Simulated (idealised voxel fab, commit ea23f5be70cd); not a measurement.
Process module heading - voxel released beams
Cross-sectional view cut (width: 295 nm; square cell size: 5 nm).
This document writes a cross-section as a grid whose cells are square, and gives it as bands, listed from the top down; one or more rows of cells form a band. Each band's line starts with the height of the band's top and of its bottom, in nm. Then come its materials from left to right, each with its width in nm. One material with "everywhere" fills the band from edge to edge. "air" is empty space. Zero point of the height axis is 0; under it, received wafer = one material. Lowest band: continues down indefinitely, "0..down". The two numbers in a width such as "30->40" mark its ends across the band: the first belongs to the top row of cells, the second to the bottom row, and from each row to the next the width moves by the same amount. Basically "left unchanged" means that step didn't change any cell in the cross-section. You'll see "Catalogued sealed voids" listing empty spaces that have no way open to the top, as long as they're 8 cells or more; the notation is width x height at distance, where the distance is from the left edge, and all of it is in nm. Where a step's line continues beyond its settings, the continuation is a remark by the simulator itself on that step. What "overlay nm" on a step's line means: if the step has a mask, that mask lay this far to the right of its planned place, or, when the value is negative, to the left.
Planned process steps
1,RECEIVE: material Si
2,CONFORMAL_DEP: material SiN, thk nm 5
3,DIRECTIONAL_DEP: material SiO2, thk nm 10
4,PATTERN: tone open, mask id ANCHOR, material resist, width nm 40, thk nm 20, overlay nm 0
5,DIRECTIONAL_ETCH: etch materials SiO2, depth nm 10
6,STRIP: etch materials resist
7,CONFORMAL_DEP: material TiN, thk nm 15
8,DIRECTIONAL_DEP: material aC, thk nm 10
9,PATTERN: tone cover, mask id BEAM, material resist, width nm 120, thk nm 25, overlay nm 0
10,DIRECTIONAL_ETCH: etch materials aC, depth nm 10
11,STRIP: etch materials resist
12,DIRECTIONAL_ETCH: etch materials TiN, depth nm 15
13,STRIP: etch materials aC
14,STRIP: etch materials SiO2
Incoming wafer in cross-section (state: after step 1)
* 0..down: Si everywhere
* Catalogued sealed voids: none
Post-module cross-section: identical start and plan to those above, one misstep in execution
* 30..20: air 95 nm; TiN 10 nm; air 10 nm; TiN 100 nm; air 80 nm
* 20..15: air 95 nm; TiN 120 nm; air 80 nm
* 15..5: air 90 nm; TiN 40 nm; air 165 nm
* 5..0: SiN everywhere
* 0..down: Si everywhere
* Catalogued sealed voids: none
Against the plan, the run slipped here: note that step 9 departed from the planned setting and was carried out as PATTERN: tone cover, mask id BEAM, material resist, width nm 120, thk nm 25, overlay nm 10
